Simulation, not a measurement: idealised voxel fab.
Herein follows the process module entitled voxel transistor to metal.
The width of the displayed cross-section, cut, is 200 nm; its cells are square, with a size of 5 nm.
Bands, listed from the top down, are how a cross-section gets written in this document; the cross-section itself is a grid of square cells, and a band is one or more rows of them. A band entry consists of two parts. The first gives the height of the band's top and the height of its bottom, in nm. The rest lists the band's materials from left to right, each with its width in nm. A single material labelled with the word "throughout" fills the band from edge to edge, and the word "air" marks empty space. Height datum 0, below which the as-received substrate wafer is one material. Lowest band open at the bottom, running downward: "0 and below". The width entry "30..40" should be interpreted row by row: the top row of cells in the band takes the first number, the bottom row takes the second number, and the change between adjacent rows is uniform throughout. "nothing was modified" -> step changed no cross-section cell. Closed empty spaces (no open way to the top) of 8 cells or more are what "Enclosed void entries" lists, each as width x height at distance from the left edge, nm for all three. Text after the settings on a step's line: the simulator's own remark on that step. overlay nm: for a step with a mask, the amount by which the mask lay right of where it was planned; a negative amount means left of it.
Process steps foreseen in the plan:
1 RECEIVE | material Si
2 OXIDIZE | depth nm 5
3 CONFORMAL_DEP | material SiN | thk nm 15
4 PATTERN | tone cover | mask id ACTIVE | material resist | width nm 125 | thk nm 15 | overlay nm 0
5 DIRECTIONAL_ETCH | etch materials SiN | depth nm 15
6 DIRECTIONAL_ETCH | etch materials SiO2 | depth nm 5
7 DIRECTIONAL_ETCH | etch materials Si | depth nm 25
8 STRIP | etch materials resist
9 OXIDIZE | depth nm 5
10 FILL_DEP | material SiO2 | thk nm 10
11 CMP | height nm 15
12 SELECTIVE_ETCH | etch materials SiO2 | depth nm 10
13 STRIP | etch materials SiN
14 SELECTIVE_ETCH | etch materials SiO2 | depth nm 5
15 OXIDIZE | depth nm 5
16 DIRECTIONAL_DEP | material polySi | thk nm 20
17 DIRECTIONAL_DEP | material SiCN | thk nm 15
18 PATTERN | tone cover | mask id GATE | material resist | width nm 35 | thk nm 15 | overlay nm 0
19 DIRECTIONAL_ETCH | etch materials SiCN | depth nm 25
20 DIRECTIONAL_ETCH | etch materials polySi | depth nm 30
21 STRIP | etch materials resist
22 CONFORMAL_DEP | material SiN | thk nm 10
23 DIRECTIONAL_ETCH | etch materials SiN | depth nm 10
24 DIRECTIONAL_ETCH | etch materials SiO2 | depth nm 5
25 DIRECTIONAL_ETCH | etch materials Si | depth nm 10
26 EPI | material SiGe | thk nm 10
27 FILL_DEP | material SiO2 | thk nm 5
28 CMP | height nm 15
29 STRIP | etch materials polySi
30 SELECTIVE_ETCH | etch materials SiO2 | depth nm 5
31 CONFORMAL_DEP | material HfO2 | thk nm 5
32 CONFORMAL_DEP | material TiN | thk nm 5
33 FILL_DEP | material W | thk nm 10
34 CMP | height nm 10
35 DIRECTIONAL_DEP | material SiO2 | thk nm 10
36 MASKED_ETCH | tone open | mask id CONTACT | width nm 15 | pitch nm 90 | etch materials SiO2 | depth nm 30 | overlay nm 0
37 CONFORMAL_DEP | material TiN | thk nm 5
38 FILL_DEP | material W | thk nm 10
39 CMP | height nm 20
40 CONFORMAL_DEP | material SiN | thk nm 5
41 DIRECTIONAL_DEP | material SiO2 | thk nm 20
42 PATTERN | tone open | mask id METAL_1 | material resist | width nm 15 | pitch nm 90 | thk nm 20 | overlay nm 0
43 DIRECTIONAL_ETCH | etch materials SiO2 | depth nm 20
44 DIRECTIONAL_ETCH | etch materials SiN | depth nm 5
45 STRIP | etch materials resist
46 CONFORMAL_DEP | material TiN | thk nm 5
47 FILL_DEP | material Cu | thk nm 5
48 CMP | height nm 45
49 CONFORMAL_DEP | material SiN | thk nm 5
As received (post step 1): cross-section:
> 0 and below: Si throughout
> Enclosed void entries: none
First of two wafers, end-of-module section, run followed plan:
> 50 down to 45: SiN throughout
> 45 down to 25: SiO2 (45) | TiN (5) | Cu (5) | TiN (5) | SiO2 (75) | TiN (5) | Cu (5) | TiN (5) | SiO2 (50)
> 25 down to 20: SiN (45) | TiN (15) | SiN (75) | TiN (15) | SiN (50)
> 20 down to 10: SiO2 (45) | TiN (5) | W (5) | TiN (5) | SiO2 (75) | TiN (5) | W (5) | TiN (5) | SiO2 (50)
> 10 down to 0: SiO2 (45) | TiN (5) | W (5) | TiN (5) | SiO2 (10) | SiN (10) | HfO2 (5) | TiN (5) | W (15) | TiN (5) | HfO2 (5) | SiN (10) | SiO2 (10) | TiN (5) | W (5) | TiN (5) | SiO2 (50)
> 0 down to -5: SiO2 (30) | SiN (10) | SiO2 (5) | TiN (5) | W (5) | TiN (5) | SiGe (10) | SiN (10) | HfO2 (5) | TiN (25) | HfO2 (5) | SiN (10) | SiGe (10) | TiN (5) | W (5) | TiN (5) | SiO2 (5) | SiN (10) | SiO2 (35)
> -5 down to -10: SiO2 (45) | TiN (15) | SiGe (10) | SiO2 (5) | HfO2 (45) | SiO2 (5) | SiGe (10) | TiN (15) | SiO2 (50)
> -10 down to -20: SiO2 (40) | SiGe (30) | Si (55) | SiGe (30) | SiO2 (45)
> -20 down to -35: SiO2 (40) | Si (115) | SiO2 (45)
> -35 and below: Si throughout
> Enclosed void entries: none
This is the second of the two wafers, cross-sectioned at the end of the module; it started exactly like the first and was given the same plan, but it was run with one mistake:
> 50 down to 45: SiN throughout
> 45 down to 25: SiO2 (45) | TiN (5) | Cu (5) | TiN (5) | SiO2 (75) | TiN (5) | Cu (5) | TiN (5) | SiO2 (50)
> 25 down to 20: SiN (45) | TiN (15) | SiN (75) | TiN (15) | SiN (50)
> 20 down to 10: SiO2 (45) | TiN (5) | W (5) | TiN (5) | SiO2 (75) | TiN (5) | W (5) | TiN (5) | SiO2 (50)
> 10 down to 0: SiO2 (45) | TiN (5) | W (5) | TiN (5) | SiO2 (10) | SiN (10) | SiCN (35) | SiN (10) | SiO2 (10) | TiN (5) | W (5) | TiN (5) | SiO2 (50)
> 0 down to -5: SiO2 (30) | SiN (10) | SiO2 (5) | TiN (5) | W (5) | TiN (5) | SiGe (10) | SiN (10) | SiCN (35) | SiN (10) | SiGe (10) | TiN (5) | W (5) | TiN (5) | SiO2 (5) | SiN (10) | SiO2 (35)
> -5 down to -10: SiO2 (45) | TiN (15) | SiGe (10) | SiO2 (55) | SiGe (10) | TiN (15) | SiO2 (50)
> -10 down to -20: SiO2 (40) | SiGe (30) | Si (55) | SiGe (30) | SiO2 (45)
> -20 down to -35: SiO2 (40) | Si (115) | SiO2 (45)
> -35 and below: Si throughout
> Enclosed void entries: none
The plan and the run diverged here: step 16 of the plan was excluded from execution and never run
The closing comparison, in cells, has the second wafer with more or fewer of some materials than the first: 15 fewer of HfO2; 21 more of SiCN; 9 more of SiO2; 9 fewer of TiN; 6 fewer of W
